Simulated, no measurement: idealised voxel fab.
Process module heading - voxel spacer lines
Displayed cross-section: cut, width of 225 nm, square cells sized 5 nm.
Bands, listed from the top down, are how a cross-section gets written in this document; the cross-section itself is a grid of square cells, and a band is one or more rows of them.
Band: top height; bottom height; in nm. Then, left to right: material with width in nm, for each material. "everywhere": a single material spanning edge to edge. "blank": empty space.
Counting heights begins at 0, where everything beneath is, in the wafer as received, one material. The lowest band has no bottom; it goes on downwards, as "from 0 down" shows.
Width "30..40": first value at the band's top row of cells, second value at its bottom row, equal change from row to row.
The cross-section has no changed cell in any step marked "nothing different".
Empty spaces without an open route to the top, at least 8 cells in extent, make up the entry "Sealed-off cavities"; each is given as width x height at distance, where the distance is measured from the left edge, and all are in nm.
Heads up: the bit after the settings on a step's line is the simulator's remark on that step.
When a step includes a mask, the "overlay nm" setting on its line states how far to the right of its planned place that mask lay, and negative values state how far to the left.

### Planned process steps
1,RECEIVE | material Si
2,CONFORMAL_DEP | material Al2O3 | thk nm 5
3,DIRECTIONAL_DEP | material W | thk nm 10
4,DIRECTIONAL_DEP | material aC | thk nm 30
5,PATTERN | tone cover | mask id MANDREL | material resist | width nm 25 | pitch nm 70 | thk nm 40 | overlay nm 0
6,DIRECTIONAL_ETCH | etch materials aC | depth nm 30
7,STRIP | etch materials resist
8,CONFORMAL_DEP | material SiO2 | thk nm 10
9,DIRECTIONAL_ETCH | etch materials SiO2 | depth nm 10
10,STRIP | etch materials aC
11,DIRECTIONAL_ETCH | etch materials W | depth nm 10
12,STRIP | etch materials SiO2
13,FILL_DEP | material SiO2 | thk nm 5
14,CMP | height nm 15

### Cross-section of the wafer upon arrival, representing the state reached after step 1
  from 0 down | Si everywhere
  Sealed-off cavities: none

### Cross-section, first of two wafers, end of module, run as planned
  from 15 to 5 | SiO2 20 | W 10 | SiO2 25 | W 10 | SiO2 25 | W 10 | SiO2 25 | W 10 | SiO2 25 | W 10 | SiO2 25 | W 10 | SiO2 20
  from 5 to 0 | Al2O3 everywhere
  from 0 down | Si everywhere
  Sealed-off cavities: none

### Cross-section at end of module for the second wafer of two, which matched the first in starting point and plan and differed by one mistake in its processing
  from 15 to 5 | SiO2 30 | W 10 | SiO2 5 | W 10 | SiO2 45 | W 10 | SiO2 5 | W 10 | SiO2 45 | W 10 | SiO2 5 | W 10 | SiO2 30
  from 5 to 0 | Al2O3 everywhere
  from 0 down | Si everywhere
  Sealed-off cavities: none
Misprocessing identified: step 5 was processed under conditions differing from the plan, specifically as PATTERN | tone open | mask id MANDREL | material resist | width nm 25 | pitch nm 70 | thk nm 40 | overlay nm 0
In the final comparison it is observed that the number of cells assigned to each material is identical for the two wafers, whereas their placement is not.
